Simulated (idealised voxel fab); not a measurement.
Process module under the name voxel wiring stack
Square cell edge 5 nm, section width 295 nm, ID cut.
Square cells in a grid make up a cross-section in this document, and the grid is given as bands, listed from the top down, each one or more rows of cells.
First you get the band's top height and its bottom height, in nm, and then the materials it's made of, left to right, with each width in nm. If you see a single material with "full width", that one covers the band edge to edge. "air" is empty space.
Note: height 0 marks the level under which the wafer is uniformly one material as received. Lowest band unbounded below, written "0 -> down".
Graded width ("30 to 40"): value in top row of band = first number; value in bottom row = second number; row-to-row change constant.
The designation "nothing got changed", where it is given for a processing step, indicates that no cell of the cross-section was altered in the course of that step.
"Listed closed voids" means: voids of 8 cells or more that are shut off from the top with no open way through. Written width x height at distance, distance from the left edge, in nm.
Post-settings text on a step line: simulator's own remark regarding the step.
You can add "overlay nm" to a step's line. For a step with a mask, it describes how far the mask lay to the right of its planned position, and a negative number describes a lay to the left.
-- So here's the lineup of process steps we planned
step 1: RECEIVE [material Si]
step 2: CONFORMAL_DEP [material SiO2] [thk nm 10]
step 3: DIRECTIONAL_DEP [material TiN] [thk nm 5]
step 4: DIRECTIONAL_DEP [material Ru] [thk nm 15]
step 5: PATTERN [tone cover] [mask id METAL_1] [material resist] [width nm 30] [pitch nm 60] [thk nm 20] [overlay nm 0]
step 6: DIRECTIONAL_ETCH [etch materials Ru] [depth nm 15]
step 7: DIRECTIONAL_ETCH [etch materials TiN] [depth nm 5]
step 8: STRIP [etch materials resist]
step 9: FILL_DEP [material SiO2] [thk nm 5]
step 10: CMP [height nm 30]
step 11: CONFORMAL_DEP [material SiCN] [thk nm 5]
step 12: DIRECTIONAL_DEP [material SiO2] [thk nm 20]
step 13: MASKED_ETCH [tone open] [mask id PLUG_1] [width nm 15] [pitch nm 120] [etch materials SiO2] [depth nm 20] [overlay nm 0]
step 14: MASKED_ETCH [tone open] [mask id PLUG_1] [width nm 15] [pitch nm 120] [etch materials SiCN] [depth nm 5] [overlay nm 0]
step 15: EPI [material Ru] [thk nm 10]
step 16: EPI [material Ru] [thk nm 10]
step 17: EPI [material Ru] [thk nm 5]
step 18: DIRECTIONAL_DEP [material TiN] [thk nm 5]
step 19: DIRECTIONAL_DEP [material Ru] [thk nm 25]
step 20: MASKED_ETCH [tone cover] [mask id METAL_2] [width nm 30] [pitch nm 60] [etch materials Ru] [depth nm 25] [overlay nm 0]
step 21: MASKED_ETCH [tone cover] [mask id METAL_2] [width nm 30] [pitch nm 60] [etch materials TiN] [depth nm 5] [overlay nm 0]
step 22: CONFORMAL_DEP [material SiCN] [thk nm 5]
step 23: FILL_DEP [material SiO2] [thk nm 5]
step 24: CMP [height nm 85]
step 25: CONFORMAL_DEP [material SiCN] [thk nm 5]
-- As-received wafer cross-section (after step 1)
	0 -> down | Si full width
	Listed closed voids: none
-- Below is the wafer in cross-section after the module was completed. It began from the starting point shown above and followed the plan shown above, except that one mistake was made while running it
	90 -> 85 | SiO2 full width
	85 -> 60 | 35 SiO2  5 SiCN  30 Ru  5 SiCN  20 SiO2  5 SiCN  30 Ru  5 SiCN  20 SiO2  5 SiCN  30 Ru  5 SiCN  20 SiO2  5 SiCN  30 Ru  5 SiCN  40 SiO2
	60 -> 55 | 40 SiCN  30 TiN  30 SiCN  30 TiN  30 SiCN  30 TiN  30 SiCN  30 TiN  45 SiCN
	55 -> 35 | 40 SiO2  15 Ru  105 SiO2  15 Ru  120 SiO2
	35 -> 30 | 40 SiCN  15 Ru  105 SiCN  15 Ru  120 SiCN
	30 -> 15 | 40 SiO2  30 Ru  30 SiO2  30 Ru  30 SiO2  30 Ru  30 SiO2  30 Ru  45 SiO2
	15 -> 10 | 40 SiO2  30 TiN  30 SiO2  30 TiN  30 SiO2  30 TiN  30 SiO2  30 TiN  45 SiO2
	10 -> 0 | SiO2 full width
	0 -> down | Si full width
	Listed closed voids: none
Deviation noted in wafer processing: planned and actual differ for step 25; actual: CONFORMAL_DEP [material SiO2] [thk nm 5]
